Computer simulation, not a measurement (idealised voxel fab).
The document below concerns the process module designated voxel transistor to metal.
Cross-section cut spans 265 nm and uses square cells 5 nm in size.
The cross-sections in this document take the form of a grid made of square cells. They are written out as bands, in order from top to bottom. Each band consists of one or more rows of cells.
Within each band entry, the heights of the top and of the bottom of the band appear first, in that order and in nm; the materials of the band then follow from left to right, each with its corresponding width in nm. The designation "all across" on a single material indicates that it fills the band from edge to edge; the designation "blank" indicates empty space.
Ref level 0: as-received wafer is one material below here. Bottom band extends down with no lower bound ("0 -> down").
Width spec "30..40" -> top row of cells at first value, bottom row at second value, equal per-row change in between.
No cell of the cross-section changed in a step that is given as "changes: none".
For the entry "closed voids", the listed items are empty spaces with no open way to the top whose size is 8 cells or more; each item follows the pattern width x height at distance, where distance is from the left edge and all three are in nm.
Text after the settings on a step's line: the simulator's own remark on that step.
The optional step-line setting "overlay nm" applies to steps with a mask and quantifies how far to the right of its planned location the mask lay, a negative value indicating leftward placement.

### Process steps foreseen in the plan
1) RECEIVE,material Si
2) CONFORMAL_DEP,material SiO2,thk nm 5
3) CONFORMAL_DEP,material SiN,thk nm 10
4) PATTERN,tone cover,mask id ACTIVE,material resist,width nm 105,pitch nm 125,thk nm 15,overlay nm 0
5) DIRECTIONAL_ETCH,etch materials SiN,depth nm 10
6) DIRECTIONAL_ETCH,etch materials SiO2,depth nm 5
7) DIRECTIONAL_ETCH,etch materials Si,depth nm 35
8) STRIP,etch materials resist
9) OXIDIZE,depth nm 5
10) FILL_DEP,material SiO2,thk nm 15
11) CMP,height nm 15
12) SELECTIVE_ETCH,etch materials SiO2,depth nm 5
13) STRIP,etch materials SiN
14) SELECTIVE_ETCH,etch materials SiO2,depth nm 5
15) OXIDIZE,depth nm 5
16) DIRECTIONAL_DEP,material polySi,thk nm 20
17) DIRECTIONAL_DEP,material SiCN,thk nm 15
18) PATTERN,tone cover,mask id GATE,material resist,width nm 25,pitch nm 125,thk nm 20,overlay nm 0
19) DIRECTIONAL_ETCH,etch materials SiCN,depth nm 25
20) DIRECTIONAL_ETCH,etch materials polySi,depth nm 30
21) STRIP,etch materials resist
22) CONFORMAL_DEP,material SiO2,thk nm 5
23) DIRECTIONAL_ETCH,etch materials SiO2,depth nm 5
24) CONFORMAL_DEP,material SiN,thk nm 5
25) DIRECTIONAL_ETCH,etch materials SiN,depth nm 5
26) DIRECTIONAL_ETCH,etch materials SiO2,depth nm 5
27) DIRECTIONAL_ETCH,etch materials Si,depth nm 15
28) EPI,material pSi,thk nm 20
29) FILL_DEP,material SiO2,thk nm 5
30) CMP,height nm 35
31) DIRECTIONAL_DEP,material SiO2,thk nm 15
32) MASKED_ETCH,tone open,mask id CONTACT,width nm 30,etch materials SiO2,depth nm 50,overlay nm 0
33) CONFORMAL_DEP,material TiN,thk nm 5
34) FILL_DEP,material W,thk nm 5
35) CMP,height nm 50
36) CONFORMAL_DEP,material SiCN,thk nm 5
37) DIRECTIONAL_DEP,material lowk,thk nm 20
38) MASKED_ETCH,tone open,mask id METAL_1,width nm 20,etch materials lowk,depth nm 20,overlay nm 0
39) MASKED_ETCH,tone open,mask id METAL_1,width nm 20,etch materials SiCN,depth nm 5,overlay nm 0
40) CONFORMAL_DEP,material TiN,thk nm 5
41) FILL_DEP,material Cu,thk nm 5
42) CMP,height nm 75
43) CONFORMAL_DEP,material SiCN,thk nm 5
44) DIRECTIONAL_DEP,material lowk,thk nm 35
45) PATTERN,tone open,mask id METAL_2_HOLES,material resist,width nm 15,pitch nm 125,thk nm 15,overlay nm 0
46) DIRECTIONAL_ETCH,etch materials lowk,depth nm 35
47) STRIP,etch materials resist
48) DIRECTIONAL_DEP,material aC,thk nm 10
49) PATTERN,tone open,mask id METAL_2,material resist,width nm 20,pitch nm 125,thk nm 25,overlay nm 0
50) DIRECTIONAL_ETCH,etch materials aC,depth nm 10
51) STRIP,etch materials resist
52) DIRECTIONAL_ETCH,etch materials lowk,depth nm 20
53) DIRECTIONAL_ETCH,etch materials SiCN,depth nm 5
54) STRIP,etch materials aC
55) CONFORMAL_DEP,material TiN,thk nm 5
56) FILL_DEP,material Cu,thk nm 10
57) CMP,height nm 115
58) CONFORMAL_DEP,material SiN,thk nm 5

### Wafer, first of two, run as planned

### as received, after step 1
  0 -> down = Si all across
  closed voids: none

### Cross-sectional representation of the wafer at the conclusion of step 2
  5 -> 0 = SiO2 all across
  Below 0, no change.

### Cross-sectional representation of the wafer at the conclusion of step 3
  15 -> 5 = SiN all across
  Below 5, no change.

### Cross-sectional representation of the wafer at the conclusion of step 4
  30 -> 15 = blank 15  resist 105  blank 20  resist 105  blank 20
  Below 15, no change.

### Cross-sectional representation of the wafer at the conclusion of step 5
  30 -> 15 = blank 15  resist 105  blank 20  resist 105  blank 20
  15 -> 5 = blank 15  SiN 105  blank 20  SiN 105  blank 20
  Below 5, no change.

### Cross-sectional representation of the wafer at the conclusion of step 6
  30 -> 15 = blank 15  resist 105  blank 20  resist 105  blank 20
  15 -> 5 = blank 15  SiN 105  blank 20  SiN 105  blank 20
  5 -> 0 = blank 15  SiO2 105  blank 20  SiO2 105  blank 20
  Below 0, no change.

### Cross-sectional representation of the wafer at the conclusion of step 7
  30 -> 15 = blank 15  resist 105  blank 20  resist 105  blank 20
  15 -> 5 = blank 15  SiN 105  blank 20  SiN 105  blank 20
  5 -> 0 = blank 15  SiO2 105  blank 20  SiO2 105  blank 20
  0 -> -35 = blank 15  Si 105  blank 20  Si 105  blank 20
  Below -35, no change.

### Cross-sectional representation of the wafer at the conclusion of step 8
  15 -> 5 = blank 15  SiN 105  blank 20  SiN 105  blank 20
  Below 5, no change.

### Cross-sectional representation of the wafer at the conclusion of step 9
  15 -> 5 = blank 15  SiN 105  blank 20  SiN 105  blank 20
  5 -> 0 = blank 15  SiO2 105  blank 20  SiO2 105  blank 20
  0 -> -35 = blank 15  SiO2 5  Si 95  SiO2 5  blank 20  SiO2 5  Si 95  SiO2 5  blank 20
  -35 -> -40 = SiO2 20  Si 95  SiO2 30  Si 95  SiO2 25
  Below -40, no change.

### Cross-sectional representation of the wafer at the conclusion of step 10
  30 -> 15 = SiO2 all across
  15 -> 5 = SiO2 15  SiN 105  SiO2 20  SiN 105  SiO2 20
  5 -> 0 = SiO2 all across
  0 -> -40 = SiO2 20  Si 95  SiO2 30  Si 95  SiO2 25
  Below -40, no change.

### Cross-sectional representation of the wafer at the conclusion of step 11
  15 -> 5 = SiO2 15  SiN 105  SiO2 20  SiN 105  SiO2 20
  Below 5, no change.

### Cross-sectional representation of the wafer at the conclusion of step 12
  15 -> 10 = blank 15  SiN 105  blank 20  SiN 105  blank 20
  Below 10, no change.

### Cross-sectional representation of the wafer at the conclusion of step 13
  10 -> 5 = SiO2 15  blank 105  SiO2 20  blank 105  SiO2 20
  Below 5, no change.

### Cross-sectional representation of the wafer at the conclusion of step 14
  5 -> 0 = SiO2 10  blank 115  SiO2 10  blank 115  SiO2 15
  Below 0, no change.

### Cross-sectional representation of the wafer at the conclusion of step 15
  5 -> 0 = SiO2 10  blank 115  SiO2 10  blank 115  SiO2 15
  0 -> -5 = SiO2 all across
  Below -5, no change.

### Cross-sectional representation of the wafer at the conclusion of step 16
  25 -> 20 = polySi 10  blank 115  polySi 10  blank 115  polySi 15
  20 -> 5 = polySi all across
  5 -> 0 = SiO2 10  polySi 115  SiO2 10  polySi 115  SiO2 15
  Below 0, no change.

### Cross-sectional representation of the wafer at the conclusion of step 17
  40 -> 35 = SiCN 10  blank 115  SiCN 10  blank 115  SiCN 15
  35 -> 25 = SiCN all across
  25 -> 20 = polySi 10  SiCN 115  polySi 10  SiCN 115  polySi 15
  Below 20, no change.

### Cross-sectional representation of the wafer at the conclusion of step 18
  60 -> 40 = blank 55  resist 25  blank 100  resist 25  blank 60
  40 -> 35 = SiCN 10  blank 45  resist 25  blank 45  SiCN 10  blank 45  resist 25  blank 45  SiCN 15
  Below 35, no change.

### Cross-sectional representation of the wafer at the conclusion of step 19
  60 -> 35 = blank 55  resist 25  blank 100  resist 25  blank 60
  35 -> 25 = blank 55  SiCN 25  blank 100  SiCN 25  blank 60
  25 -> 20 = polySi 10  blank 45  SiCN 25  blank 45  polySi 10  blank 45  SiCN 25  blank 45  polySi 15
  Below 20, no change.

### Cross-sectional representation of the wafer at the conclusion of step 20
  60 -> 35 = blank 55  resist 25  blank 100  resist 25  blank 60
  35 -> 20 = blank 55  SiCN 25  blank 100  SiCN 25  blank 60
  20 -> 5 = blank 55  polySi 25  blank 100  polySi 25  blank 60
  5 -> 0 = SiO2 10  blank 45  polySi 25  blank 45  SiO2 10  blank 45  polySi 25  blank 45  SiO2 15
  Below 0, no change.

### Cross-sectional representation of the wafer at the conclusion of step 21
  35 -> 20 = blank 55  SiCN 25  blank 100  SiCN 25  blank 60
  Below 20, no change.

### Cross-sectional representation of the wafer at the conclusion of step 22
  40 -> 35 = blank 50  SiO2 35  blank 90  SiO2 35  blank 55
  35 -> 20 = blank 50  SiO2 5  SiCN 25  SiO2 5  blank 90  SiO2 5  SiCN 25  SiO2 5  blank 55
  20 -> 10 = blank 50  SiO2 5  polySi 25  SiO2 5  blank 90  SiO2 5  polySi 25  SiO2 5  blank 55
  10 -> 5 = SiO2 15  blank 35  SiO2 5  polySi 25  SiO2 5  blank 35  SiO2 20  blank 35  SiO2 5  polySi 25  SiO2 5  blank 35  SiO2 20
  5 -> 0 = SiO2 55  polySi 25  SiO2 100  polySi 25  SiO2 60
  Below 0, no change.

### Cross-sectional representation of the wafer at the conclusion of step 23
  35 -> 20 = blank 50  SiO2 5  SiCN 25  SiO2 5  blank 90  SiO2 5  SiCN 25  SiO2 5  blank 55
  20 -> 5 = blank 50  SiO2 5  polySi 25  SiO2 5  blank 90  SiO2 5  polySi 25  SiO2 5  blank 55
  5 -> 0 = SiO2 15  blank 35  SiO2 5  polySi 25  SiO2 5  blank 35  SiO2 20  blank 35  SiO2 5  polySi 25  SiO2 5  blank 35  SiO2 20
  Below 0, no change.

### Cross-sectional representation of the wafer at the conclusion of step 24
  40 -> 35 = blank 45  SiN 45  blank 80  SiN 45  blank 50
  35 -> 20 = blank 45  SiN 5  SiO2 5  SiCN 25  SiO2 5  SiN 5  blank 80  SiN 5  SiO2 5  SiCN 25  SiO2 5  SiN 5  blank 50
  20 -> 10 = blank 45  SiN 5  SiO2 5  polySi 25  SiO2 5  SiN 5  blank 80  SiN 5  SiO2 5  polySi 25  SiO2 5  SiN 5  blank 50
  10 -> 5 = SiN 20  blank 25  SiN 5  SiO2 5  polySi 25  SiO2 5  SiN 5  blank 25  SiN 30  blank 25  SiN 5  SiO2 5  polySi 25  SiO2 5  SiN 5  blank 25  SiN 25
  5 -> 0 = SiO2 15  SiN 35  SiO2 5  polySi 25  SiO2 5  SiN 35  SiO2 20  SiN 35  SiO2 5  polySi 25  SiO2 5  SiN 35  SiO2 20
  Below 0, no change.

### Cross-sectional representation of the wafer at the conclusion of step 25
  35 -> 20 = blank 45  SiN 5  SiO2 5  SiCN 25  SiO2 5  SiN 5  blank 80  SiN 5  SiO2 5  SiCN 25  SiO2 5  SiN 5  blank 50
  20 -> 5 = blank 45  SiN 5  SiO2 5  polySi 25  SiO2 5  SiN 5  blank 80  SiN 5  SiO2 5  polySi 25  SiO2 5  SiN 5  blank 50
  5 -> 0 = SiO2 15  SiN 5  blank 25  SiN 5  SiO2 5  polySi 25  SiO2 5  SiN 5  blank 25  SiN 5  SiO2 20  SiN 5  blank 25  SiN 5  SiO2 5  polySi 25  SiO2 5  SiN 5  blank 25  SiN 5  SiO2 20
  Below 0, no change.

### Cross-sectional representation of the wafer at the conclusion of step 26
  35 -> 30 = blank 45  SiN 5  blank 5  SiCN 25  blank 5  SiN 5  blank 80  SiN 5  blank 5  SiCN 25  blank 5  SiN 5  blank 50
  30 -> 20 = blank 45  SiN 5  SiO2 5  SiCN 25  SiO2 5  SiN 5  blank 80  SiN 5  SiO2 5  SiCN 25  SiO2 5  SiN 5  blank 50
  20 -> 5 = blank 45  SiN 5  SiO2 5  polySi 25  SiO2 5  SiN 5  blank 80  SiN 5  SiO2 5  polySi 25  SiO2 5  SiN 5  blank 50
  5 -> 0 = blank 15  SiN 5  blank 25  SiN 5  SiO2 5  polySi 25  SiO2 5  SiN 5  blank 25  SiN 5  blank 20  SiN 5  blank 25  SiN 5  SiO2 5  polySi 25  SiO2 5  SiN 5  blank 25  SiN 5  blank 20
  0 -> -5 = SiO2 20  blank 25  SiO2 45  blank 25  SiO2 30  blank 25  SiO2 45  blank 25  SiO2 25
  Below -5, no change.

### Cross-sectional representation of the wafer at the conclusion of step 27
  35 -> 30 = blank 45  SiN 5  blank 5  SiCN 25  blank 5  SiN 5  blank 80  SiN 5  blank 5  SiCN 25  blank 5  SiN 5  blank 50
  30 -> 20 = blank 45  SiN 5  SiO2 5  SiCN 25  SiO2 5  SiN 5  blank 80  SiN 5  SiO2 5  SiCN 25  SiO2 5  SiN 5  blank 50
  20 -> 5 = blank 45  SiN 5  SiO2 5  polySi 25  SiO2 5  SiN 5  blank 80  SiN 5  SiO2 5  polySi 25  SiO2 5  SiN 5  blank 50
  5 -> 0 = blank 15  SiN 5  blank 25  SiN 5  SiO2 5  polySi 25  SiO2 5  SiN 5  blank 25  SiN 5  blank 20  SiN 5  blank 25  SiN 5  SiO2 5  polySi 25  SiO2 5  SiN 5  blank 25  SiN 5  blank 20
  0 -> -5 = SiO2 20  blank 25  SiO2 45  blank 25  SiO2 30  blank 25  SiO2 45  blank 25  SiO2 25
  -5 -> -20 = SiO2 20  blank 25  Si 45  blank 25  SiO2 30  blank 25  Si 45  blank 25  SiO2 25
  Below -20, no change.

### Cross-sectional representation of the wafer at the conclusion of step 28
  35 -> 30 = blank 45  SiN 5  blank 5  SiCN 25  blank 5  SiN 5  blank 80  SiN 5  blank 5  SiCN 25  blank 5  SiN 5  blank 50
  30 -> 20 = blank 45  SiN 5  SiO2 5  SiCN 25  SiO2 5  SiN 5  blank 80  SiN 5  SiO2 5  SiCN 25  SiO2 5  SiN 5  blank 50
  20 -> 15 = blank 45  SiN 5  SiO2 5  polySi 25  SiO2 5  SiN 5  blank 80  SiN 5  SiO2 5  polySi 25  SiO2 5  SiN 5  blank 50
  15 -> 5 = blank 25  pSi 20  SiN 5  SiO2 5  polySi 25  SiO2 5  SiN 5  pSi 20  blank 40  pSi 20  SiN 5  SiO2 5  polySi 25  SiO2 5  SiN 5  pSi 20  blank 30
  5 -> 0 = blank 15  SiN 5  blank 5  pSi 20  SiN 5  SiO2 5  polySi 25  SiO2 5  SiN 5  pSi 20  blank 5  SiN 5  blank 20  SiN 5  blank 5  pSi 20  SiN 5  SiO2 5  polySi 25  SiO2 5  SiN 5  pSi 20  blank 5  SiN 5  blank 20
  0 -> -5 = SiO2 20  pSi 25  SiO2 45  pSi 25  SiO2 30  pSi 25  SiO2 45  pSi 25  SiO2 25
  -5 -> -20 = SiO2 20  pSi 25  Si 45  pSi 25  SiO2 30  pSi 25  Si 45  pSi 25  SiO2 25
  Below -20, no change.

### Cross-sectional representation of the wafer at the conclusion of step 29
  40 -> 35 = SiO2 all across
  35 -> 20 = SiO2 45  SiN 5  SiO2 5  SiCN 25  SiO2 5  SiN 5  SiO2 80  SiN 5  SiO2 5  SiCN 25  SiO2 5  SiN 5  SiO2 50
  20 -> 15 = SiO2 45  SiN 5  SiO2 5  polySi 25  SiO2 5  SiN 5  SiO2 80  SiN 5  SiO2 5  polySi 25  SiO2 5  SiN 5  SiO2 50
  15 -> 5 = SiO2 25  pSi 20  SiN 5  SiO2 5  polySi 25  SiO2 5  SiN 5  pSi 20  SiO2 40  pSi 20  SiN 5  SiO2 5  polySi 25  SiO2 5  SiN 5  pSi 20  SiO2 30
  5 -> 0 = SiO2 15  SiN 5  SiO2 5  pSi 20  SiN 5  SiO2 5  polySi 25  SiO2 5  SiN 5  pSi 20  SiO2 5  SiN 5  SiO2 20  SiN 5  SiO2 5  pSi 20  SiN 5  SiO2 5  polySi 25  SiO2 5  SiN 5  pSi 20  SiO2 5  SiN 5  SiO2 20
  Below 0, no change.

### Cross-sectional representation of the wafer at the conclusion of step 30
  35 -> 20 = SiO2 45  SiN 5  SiO2 5  SiCN 25  SiO2 5  SiN 5  SiO2 80  SiN 5  SiO2 5  SiCN 25  SiO2 5  SiN 5  SiO2 50
  Below 20, no change.

### Cross-sectional representation of the wafer at the conclusion of step 31
  50 -> 35 = SiO2 all across
  Below 35, no change.

### Cross-sectional representation of the wafer at the conclusion of step 32
  50 -> 35 = SiO2 20  blank 30  SiO2 35  blank 30  SiO2 30  blank 30  SiO2 35  blank 30  SiO2 25
  35 -> 20 = SiO2 20  blank 25  SiN 5  SiO2 5  SiCN 25  SiO2 5  SiN 5  blank 25  SiO2 30  blank 25  SiN 5  SiO2 5  SiCN 25  SiO2 5  SiN 5  blank 25  SiO2 25
  20 -> 15 = SiO2 20  blank 25  SiN 5  SiO2 5  polySi 25  SiO2 5  SiN 5  blank 25  SiO2 30  blank 25  SiN 5  SiO2 5  polySi 25  SiO2 5  SiN 5  blank 25  SiO2 25
  15 -> 5 = SiO2 20  blank 5  pSi 20  SiN 5  SiO2 5  polySi 25  SiO2 5  SiN 5  pSi 20  blank 5  SiO2 30  blank 5  pSi 20  SiN 5  SiO2 5  polySi 25  SiO2 5  SiN 5  pSi 20  blank 5  SiO2 25
  5 -> 0 = SiO2 15  SiN 5  blank 5  pSi 20  SiN 5  SiO2 5  polySi 25  SiO2 5  SiN 5  pSi 20  blank 5  SiN 5  SiO2 20  SiN 5  blank 5  pSi 20  SiN 5  SiO2 5  polySi 25  SiO2 5  SiN 5  pSi 20  blank 5  SiN 5  SiO2 20
  Below 0, no change.

### Cross-sectional representation of the wafer at the conclusion of step 33
  55 -> 50 = TiN 25  blank 20  TiN 45  blank 20  TiN 40  blank 20  TiN 45  blank 20  TiN 30
  50 -> 40 = SiO2 20  TiN 5  blank 20  TiN 5  SiO2 35  TiN 5  blank 20  TiN 5  SiO2 30  TiN 5  blank 20  TiN 5  SiO2 35  TiN 5  blank 20  TiN 5  SiO2 25
  40 -> 35 = SiO2 20  TiN 5  blank 15  TiN 10  SiO2 35  TiN 10  blank 15  TiN 5  SiO2 30  TiN 5  blank 15  TiN 10  SiO2 35  TiN 10  blank 15  TiN 5  SiO2 25
  35 -> 20 = SiO2 20  TiN 5  blank 15  TiN 5  SiN 5  SiO2 5  SiCN 25  SiO2 5  SiN 5  TiN 5  blank 15  TiN 5  SiO2 30  TiN 5  blank 15  TiN 5  SiN 5  SiO2 5  SiCN 25  SiO2 5  SiN 5  TiN 5  blank 15  TiN 5  SiO2 25
  20 -> 15 = SiO2 20  TiN 25  SiN 5  SiO2 5  polySi 25  SiO2 5  SiN 5  TiN 25  SiO2 30  TiN 25  SiN 5  SiO2 5  polySi 25  SiO2 5  SiN 5  TiN 25  SiO2 25
  15 -> 5 = SiO2 20  TiN 5  pSi 20  SiN 5  SiO2 5  polySi 25  SiO2 5  SiN 5  pSi 20  TiN 5  SiO2 30  TiN 5  pSi 20  SiN 5  SiO2 5  polySi 25  SiO2 5  SiN 5  pSi 20  TiN 5  SiO2 25
  5 -> 0 = SiO2 15  SiN 5  TiN 5  pSi 20  SiN 5  SiO2 5  polySi 25  SiO2 5  SiN 5  pSi 20  TiN 5  SiN 5  SiO2 20  SiN 5  TiN 5  pSi 20  SiN 5  SiO2 5  polySi 25  SiO2 5  SiN 5  pSi 20  TiN 5  SiN 5  SiO2 20
  Below 0, no change.

### Cross-sectional representation of the wafer at the conclusion of step 34
  60 -> 55 = W all across
  55 -> 50 = TiN 25  W 20  TiN 45  W 20  TiN 40  W 20  TiN 45  W 20  TiN 30
  50 -> 40 = SiO2 20  TiN 5  W 20  TiN 5  SiO2 35  TiN 5  W 20  TiN 5  SiO2 30  TiN 5  W 20  TiN 5  SiO2 35  TiN 5  W 20  TiN 5  SiO2 25
  40 -> 35 = SiO2 20  TiN 5  W 15  TiN 10  SiO2 35  TiN 10  W 15  TiN 5  SiO2 30  TiN 5  W 15  TiN 10  SiO2 35  TiN 10  W 15  TiN 5  SiO2 25
  35 -> 20 = SiO2 20  TiN 5  W 15  TiN 5  SiN 5  SiO2 5  SiCN 25  SiO2 5  SiN 5  TiN 5  W 15  TiN 5  SiO2 30  TiN 5  W 15  TiN 5  SiN 5  SiO2 5  SiCN 25  SiO2 5  SiN 5  TiN 5  W 15  TiN 5  SiO2 25
  Below 20, no change.

### Cross-sectional representation of the wafer at the conclusion of step 35
  50 -> 40 = SiO2 20  TiN 5  W 20  TiN 5  SiO2 35  TiN 5  W 20  TiN 5  SiO2 30  TiN 5  W 20  TiN 5  SiO2 35  TiN 5  W 20  TiN 5  SiO2 25
  Below 40, no change.

### Cross-sectional representation of the wafer at the conclusion of step 36
  55 -> 50 = SiCN all across
  Below 50, no change.

### Cross-sectional representation of the wafer at the conclusion of step 37
  75 -> 55 = lowk all across
  Below 55, no change.

### Cross-sectional representation of the wafer at the conclusion of step 38
  75 -> 55 = lowk 20  blank 20  lowk 55  blank 20  lowk 30  blank 20  lowk 55  blank 20  lowk 25
  Below 55, no change.

### Cross-sectional representation of the wafer at the conclusion of step 39
  75 -> 55 = lowk 20  blank 20  lowk 55  blank 20  lowk 30  blank 20  lowk 55  blank 20  lowk 25
  55 -> 50 = SiCN 20  blank 20  SiCN 55  blank 20  SiCN 30  blank 20  SiCN 55  blank 20  SiCN 25
  Below 50, no change.

### Cross-sectional representation of the wafer at the conclusion of step 40
  80 -> 75 = TiN 25  blank 10  TiN 65  blank 10  TiN 40  blank 10  TiN 65  blank 10  TiN 30
  75 -> 55 = lowk 20  TiN 5  blank 10  TiN 5  lowk 55  TiN 5  blank 10  TiN 5  lowk 30  TiN 5  blank 10  TiN 5  lowk 55  TiN 5  blank 10  TiN 5  lowk 25
  55 -> 50 = SiCN 20  TiN 20  SiCN 55  TiN 20  SiCN 30  TiN 20  SiCN 55  TiN 20  SiCN 25
  Below 50, no change.

### Cross-sectional representation of the wafer at the conclusion of step 41
  85 -> 80 = Cu all across
  80 -> 75 = TiN 25  Cu 10  TiN 65  Cu 10  TiN 40  Cu 10  TiN 65  Cu 10  TiN 30
  75 -> 55 = lowk 20  TiN 5  Cu 10  TiN 5  lowk 55  TiN 5  Cu 10  TiN 5  lowk 30  TiN 5  Cu 10  TiN 5  lowk 55  TiN 5  Cu 10  TiN 5  lowk 25
  Below 55, no change.

### Cross-sectional representation of the wafer at the conclusion of step 42
  75 -> 55 = lowk 20  TiN 5  Cu 10  TiN 5  lowk 55  TiN 5  Cu 10  TiN 5  lowk 30  TiN 5  Cu 10  TiN 5  lowk 55  TiN 5  Cu 10  TiN 5  lowk 25
  Below 55, no change.

### Cross-sectional representation of the wafer at the conclusion of step 43
  80 -> 75 = SiCN all across
  Below 75, no change.

### Cross-sectional representation of the wafer at the conclusion of step 44
  115 -> 80 = lowk all across
  Below 80, no change.

### Cross-sectional representation of the wafer at the conclusion of step 45
  130 -> 115 = resist 20  blank 15  resist 110  blank 15  resist 105
  Below 115, no change.

### Cross-sectional representation of the wafer at the conclusion of step 46
  130 -> 115 = resist 20  blank 15  resist 110  blank 15  resist 105
  115 -> 80 = lowk 20  blank 15  lowk 110  blank 15  lowk 105
  Below 80, no change.

### Cross-sectional representation of the wafer at the conclusion of step 47
  115 -> 80 = lowk 20  blank 15  lowk 110  blank 15  lowk 105
  Below 80, no change.

### Cross-sectional representation of the wafer at the conclusion of step 48
  125 -> 115 = aC 20  blank 15  aC 110  blank 15  aC 105
  115 -> 90 = lowk 20  blank 15  lowk 110  blank 15  lowk 105
  90 -> 80 = lowk 20  aC 15  lowk 110  aC 15  lowk 105
  Below 80, no change.

### Cross-sectional representation of the wafer at the conclusion of step 49
  150 -> 125 = resist 20  blank 20  resist 105  blank 20  resist 100
  Below 125, no change.

### Cross-sectional representation of the wafer at the conclusion of step 50
  140 -> 125 = resist 20  blank 20  resist 105  blank 20  resist 100
  125 -> 115 = aC 20  blank 20  aC 105  blank 20  aC 100
  115 -> 80 = lowk 20  blank 15  lowk 110  blank 15  lowk 105
  Below 80, no change.

### Cross-sectional representation of the wafer at the conclusion of step 51
  125 -> 115 = aC 20  blank 20  aC 105  blank 20  aC 100
  Below 115, no change.

### Cross-sectional representation of the wafer at the conclusion of step 52
  125 -> 115 = aC 20  blank 20  aC 105  blank 20  aC 100
  115 -> 95 = lowk 20  blank 20  lowk 105  blank 20  lowk 100
  Below 95, no change.

### Cross-sectional representation of the wafer at the conclusion of step 53
  125 -> 115 = aC 20  blank 20  aC 105  blank 20  aC 100
  115 -> 95 = lowk 20  blank 20  lowk 105  blank 20  lowk 100
  95 -> 80 = lowk 20  blank 15  lowk 110  blank 15  lowk 105
  80 -> 75 = SiCN 20  blank 15  SiCN 110  blank 15  SiCN 105
  Below 75, no change.

### Cross-sectional representation of the wafer at the conclusion of step 54
  115 -> 95 = lowk 20  blank 20  lowk 105  blank 20  lowk 100
  Below 95, no change.

### Cross-sectional representation of the wafer at the conclusion of step 55
  120 -> 115 = TiN 25  blank 10  TiN 115  blank 10  TiN 105
  115 -> 100 = lowk 20  TiN 5  blank 10  TiN 5  lowk 105  TiN 5  blank 10  TiN 5  lowk 100
  100 -> 95 = lowk 20  TiN 5  blank 5  TiN 10  lowk 105  TiN 5  blank 5  TiN 10  lowk 100
  95 -> 80 = lowk 20  TiN 5  blank 5  TiN 5  lowk 110  TiN 5  blank 5  TiN 5  lowk 105
  80 -> 75 = SiCN 20  TiN 15  SiCN 110  TiN 15  SiCN 105
  Below 75, no change.

### Cross-sectional representation of the wafer at the conclusion of step 56
  130 -> 120 = Cu all across
  120 -> 115 = TiN 25  Cu 10  TiN 115  Cu 10  TiN 105
  115 -> 100 = lowk 20  TiN 5  Cu 10  TiN 5  lowk 105  TiN 5  Cu 10  TiN 5  lowk 100
  100 -> 95 = lowk 20  TiN 5  Cu 5  TiN 10  lowk 105  TiN 5  Cu 5  TiN 10  lowk 100
  95 -> 80 = lowk 20  TiN 5  Cu 5  TiN 5  lowk 110  TiN 5  Cu 5  TiN 5  lowk 105
  Below 80, no change.

### Cross-sectional representation of the wafer at the conclusion of step 57
  115 -> 100 = lowk 20  TiN 5  Cu 10  TiN 5  lowk 105  TiN 5  Cu 10  TiN 5  lowk 100
  Below 100, no change.

### Cross-sectional representation of the wafer at the conclusion of step 58
  120 -> 115 = SiN all across
  Below 115, no change.

### Wafer two: like wafer one in start and plan, but with one mistake in execution; identical up to and including step 43

### Cross-section, second wafer, at the end time the plan gives for step 44
  105 -> 80 = lowk all across
  Below 80, no change.

### Cross-section, second wafer, at the end time the plan gives for step 45
  120 -> 105 = resist 20  blank 15  resist 110  blank 15  resist 105
  Below 105, no change.

### Cross-section, second wafer, at the end time the plan gives for step 46
  120 -> 105 = resist 20  blank 15  resist 110  blank 15  resist 105
  105 -> 80 = lowk 20  blank 15  lowk 110  blank 15  lowk 105
  Below 80, no change.

### Cross-section, second wafer, at the end time the plan gives for step 47
  105 -> 80 = lowk 20  blank 15  lowk 110  blank 15  lowk 105
  Below 80, no change.

### Cross-section, second wafer, at the end time the plan gives for step 48
  115 -> 105 = aC 20  blank 15  aC 110  blank 15  aC 105
  105 -> 90 = lowk 20  blank 15  lowk 110  blank 15  lowk 105
  90 -> 80 = lowk 20  aC 15  lowk 110  aC 15  lowk 105
  Below 80, no change.

### Cross-section, second wafer, at the end time the plan gives for step 49
  140 -> 115 = resist 20  blank 20  resist 105  blank 20  resist 100
  Below 115, no change.

### Cross-section, second wafer, at the end time the plan gives for step 50
  130 -> 115 = resist 20  blank 20  resist 105  blank 20  resist 100
  115 -> 105 = aC 20  blank 20  aC 105  blank 20  aC 100
  105 -> 80 = lowk 20  blank 15  lowk 110  blank 15  lowk 105
  Below 80, no change.

### Cross-section, second wafer, at the end time the plan gives for step 51
  115 -> 105 = aC 20  blank 20  aC 105  blank 20  aC 100
  Below 105, no change.

### Cross-section, second wafer, at the end time the plan gives for step 52
  115 -> 105 = aC 20  blank 20  aC 105  blank 20  aC 100
  105 -> 85 = lowk 20  blank 20  lowk 105  blank 20  lowk 100
  Below 85, no change.

### Cross-section, second wafer, at the end time the plan gives for step 53
  115 -> 105 = aC 20  blank 20  aC 105  blank 20  aC 100
  105 -> 85 = lowk 20  blank 20  lowk 105  blank 20  lowk 100
  85 -> 80 = lowk 20  blank 15  lowk 110  blank 15  lowk 105
  80 -> 75 = SiCN 20  blank 15  SiCN 110  blank 15  SiCN 105
  Below 75, no change.

### Cross-section, second wafer, at the end time the plan gives for step 54
  105 -> 85 = lowk 20  blank 20  lowk 105  blank 20  lowk 100
  Below 85, no change.

### Cross-section, second wafer, at the end time the plan gives for step 55
  110 -> 105 = TiN 25  blank 10  TiN 115  blank 10  TiN 105
  105 -> 90 = lowk 20  TiN 5  blank 10  TiN 5  lowk 105  TiN 5  blank 10  TiN 5  lowk 100
  90 -> 80 = lowk 20  TiN 5  blank 5  TiN 10..5  lowk 105..110  TiN 5  blank 5  TiN 10..5  lowk 100..105
  80 -> 75 = SiCN 20  TiN 15  SiCN 110  TiN 15  SiCN 105
  Below 75, no change.

### Cross-section, second wafer, at the end time the plan gives for step 56
  120 -> 110 = Cu all across
  110 -> 105 = TiN 25  Cu 10  TiN 115  Cu 10  TiN 105
  105 -> 90 = lowk 20  TiN 5  Cu 10  TiN 5  lowk 105  TiN 5  Cu 10  TiN 5  lowk 100
  90 -> 80 = lowk 20  TiN 5  Cu 5  TiN 10..5  lowk 105..110  TiN 5  Cu 5  TiN 10..5  lowk 100..105
  Below 80, no change.

### Cross-section, second wafer, at the end time the plan gives for step 57
  115 -> 110 = Cu all across
  Below 110, no change.

### Cross-section, second wafer, at the end time the plan gives for step 58
  120 -> 115 = SiN all across
  Below 115, no change.
What was done differently from what was planned? step 44, actual vs plan mismatch, actual run DIRECTIONAL_DEP,material lowk,thk nm 25
Upon completion, the second wafer contains, in terms of cells, a greater or smaller amount of certain materials than the first wafer: 53 more of Cu | 41 more of TiN | 94 fewer of lowk
